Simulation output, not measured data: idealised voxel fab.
Process module heading - voxel ribs on slabs
The width of the displayed cross-section, cut, is 290 nm; its cells are square, with a size of 5 nm.
Square cells in a grid make up a cross-section in this document, and the grid is given as bands, listed from the top down, each one or more rows of cells.
Band entry format. Leading values: height of top, height of bottom, nm. Remainder: materials in left-to-right order, each with its width in nm. Special words: "throughout" on a single material, which then fills the band edge to edge; "air", empty space.
Ref level 0: as-received wafer is one material below here. Bottom band extends down with no lower bound ("z 0 and below").
Think of "30..40" as a width that walks from the first number to the second as you go down the band, top row to bottom row, taking equal-sized steps from row to row.
What does "nothing changed" mean for a step? It means no cell of the cross-section changed in that step.
You'll see "Non-vented voids" listing empty spaces that have no way open to the top, as long as they're 8 cells or more; the notation is width x height at distance, where the distance is from the left edge, and all of it is in nm.
Post-settings text on a step line: simulator's own remark regarding the step.
overlay nm: for a step with a mask, the amount by which the mask lay right of where it was planned; a negative amount means left of it.

Planned step list for the process
- 1: RECEIVE | material Si
- 2: DIRECTIONAL_DEP | material SiO2 | thk nm 30
- 3: DIRECTIONAL_DEP | material SiN | thk nm 25
- 4: MASKED_ETCH | tone cover | mask id RIB | width nm 20 | etch materials SiN | depth nm 10 | overlay nm 0
- 5: MASKED_ETCH | tone cover | mask id SLAB | width nm 80 | etch materials SiN | depth nm 15 | overlay nm 0
- 6: FILL_DEP | material SiO2 | thk nm 20
- 7: CMP | height nm 70
- 8: DIRECTIONAL_DEP | material W | thk nm 5
- 9: MASKED_ETCH | tone cover | mask id HEATER | width nm 30 | etch materials W | depth nm 5 | overlay nm 0
- 10: CONFORMAL_DEP | material SiO2 | thk nm 5

Wafer at receipt (post step 1), cross-section
	z 0 and below = Si throughout
	Non-vented voids: none

First wafer of two, sectioned at end of module; run went per plan
	z 80 to 75 = air: 125 / SiO2: 40 / air: 125
	z 75 to 70 = SiO2: 130 / W: 30 / SiO2: 130
	z 70 to 55 = SiO2 throughout
	z 55 to 45 = SiO2: 135 / SiN: 20 / SiO2: 135
	z 45 to 30 = SiO2: 105 / SiN: 80 / SiO2: 105
	z 30 to 0 = SiO2 throughout
	z 0 and below = Si throughout
	Non-vented voids: none

Cross-section, wafer two of two, end of module: same start and plan as wafer one, one error in execution
	z 80 to 75 = SiO2: 135 / air: 20 / SiO2: 135
	z 75 to 70 = W: 130 / SiO2: 30 / W: 130
	z 70 to 55 = SiO2 throughout
	z 55 to 45 = SiO2: 135 / SiN: 20 / SiO2: 135
	z 45 to 30 = SiO2: 105 / SiN: 80 / SiO2: 105
	z 30 to 0 = SiO2 throughout
	z 0 and below = Si throughout
	Non-vented voids: none
In executing the process, a mistake was made relative to the plan: step 9 did not use the planned setting and instead ran as MASKED_ETCH | tone open | mask id HEATER | width nm 30 | etch materials W | depth nm 5 | overlay nm 0
Final cells, second wafer relative to first, materials higher or lower: +46 W
